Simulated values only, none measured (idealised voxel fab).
You're looking at the process module voxel capacitor over wiring.
The cross-section shown here is cut; it is 205 nm wide and divided into square cells measuring 5 nm on a side.
If you're reading a cross-section in this doc, picture square cells in a grid; it comes to you as bands, top ones listed first down to the bottom, and a band can be one or more rows of cells.
Band: top height; bottom height; in nm. Then, left to right: material with width in nm, for each material. "throughout": a single material spanning edge to edge. "empty": empty space.
Heads up on the height convention: 0 is the point under which the incoming wafer is all one material, and the lowest band has no bottom, it just keeps going down, like "0 and below".
So if you see something like "30->40" for the width, read it as the top row of the band sitting at the first number and the bottom row at the second, with every row in between moving by the same amount as the last.
The cross-section has no changed cell in any step marked "no modification".
"Closed void entries" - sealed voids, min. 8 cells, no opening to top; format: width x height at distance (distance from left edge; nm throughout).
It should be noted that, on the line of a given step, the content following the step's settings is a remark produced by the simulator itself with respect to that step.
Steps that use a mask can have "overlay nm" on their line. It says how far the mask sat to the right of where it was meant to be. Negative means to the left.

[This section lists the process steps that were planned]
- 1: RECEIVE: material Si
- 2: CONFORMAL_DEP: material SiO2, thk nm 10
- 3: DIRECTIONAL_DEP: material TiN, thk nm 5
- 4: DIRECTIONAL_DEP: material Ru, thk nm 20
- 5: MASKED_ETCH: tone cover, mask id METAL_1, width nm 15, pitch nm 90, etch materials Ru, depth nm 20, overlay nm 0
- 6: MASKED_ETCH: tone cover, mask id METAL_1, width nm 25, pitch nm 90, etch materials TiN, depth nm 5, overlay nm 0
- 7: CONFORMAL_DEP: material SiN, thk nm 5
- 8: FILL_DEP: material SiO2, thk nm 10
- 9: CMP: height nm 35
- 10: CONFORMAL_DEP: material SiCN, thk nm 5
- 11: DIRECTIONAL_DEP: material lowk, thk nm 20
- 12: DIRECTIONAL_DEP: material aC, thk nm 10
- 13: PATTERN: tone open, mask id PLUG_1, material resist, width nm 15, thk nm 30, overlay nm 0
- 14: DIRECTIONAL_ETCH: etch materials aC, depth nm 10
- 15: STRIP: etch materials resist
- 16: DIRECTIONAL_ETCH: etch materials lowk, depth nm 20
- 17: DIRECTIONAL_ETCH: etch materials SiCN, depth nm 5
- 18: STRIP: etch materials aC
- 19: EPI: material Ru, thk nm 10
- 20: EPI: material Ru, thk nm 10
- 21: EPI: material Ru, thk nm 5
- 22: DIRECTIONAL_DEP: material TiN, thk nm 10
- 23: DIRECTIONAL_DEP: material SiN, thk nm 5
- 24: DIRECTIONAL_DEP: material TiN, thk nm 5
- 25: PATTERN: tone cover, mask id UPPER_PLATE, material resist, width nm 70, thk nm 15, overlay nm 0
- 26: DIRECTIONAL_ETCH: etch materials TiN, depth nm 5
- 27: DIRECTIONAL_ETCH: etch materials SiN, depth nm 5
- 28: STRIP: etch materials resist
- 29: DIRECTIONAL_DEP: material aC, thk nm 15
- 30: PATTERN: tone cover, mask id LOWER_PLATE, material resist, width nm 80, thk nm 30, overlay nm 0
- 31: DIRECTIONAL_ETCH: etch materials aC, depth nm 15
- 32: STRIP: etch materials resist
- 33: DIRECTIONAL_ETCH: etch materials TiN, depth nm 10
- 34: STRIP: etch materials aC
- 35: FILL_DEP: material SiO2, thk nm 20
- 36: CMP: height nm 95
- 37: MASKED_ETCH: tone open, mask id PLUG_2, width nm 15, etch materials SiO2, depth nm 15, overlay nm 0
- 38: CONFORMAL_DEP: material TiN, thk nm 5
- 39: FILL_DEP: material W, thk nm 10
- 40: CMP: height nm 95
- 41: CONFORMAL_DEP: material SiN, thk nm 5
The plan shows the width nm of step 5 as the first wafer had it; this setting differs between the wafers, which start out alike.

[Here's the first of the wafers in cross-section, just as we got it, i.e. after step 1]
	0 and below = Si throughout
	Closed void entries: none

[For your reference, the table is organized with a row per wafer; each row reflects the wafer at the end of the module, indicating for each material the cells gained (+) or lost (-) since receipt, and thereafter its closed voids]
width nm 15 | +39 Ru | +38 SiCN | +106 SiN | +420 SiO2 | +63 TiN | +2 W | +152 lowk | Closed void entries: none
width nm 20 | +47 Ru | +38 SiCN | +104 SiN | +414 SiO2 | +63 TiN | +2 W | +152 lowk | Closed void entries: none
width nm 25 | +55 Ru | +38 SiCN | +102 SiN | +408 SiO2 | +63 TiN | +2 W | +152 lowk | Closed void entries: none
width nm 30 | +63 Ru | +38 SiCN | +100 SiN | +400 SiO2 | +65 TiN | +2 W | +152 lowk | Closed void entries: none
width nm 35 | +71 Ru | +38 SiCN | +98 SiN | +392 SiO2 | +67 TiN | +2 W | +152 lowk | Closed void entries: none
width nm 40 | +79 Ru | +38 SiCN | +96 SiN | +384 SiO2 | +69 TiN | +2 W | +152 lowk | Closed void entries: none
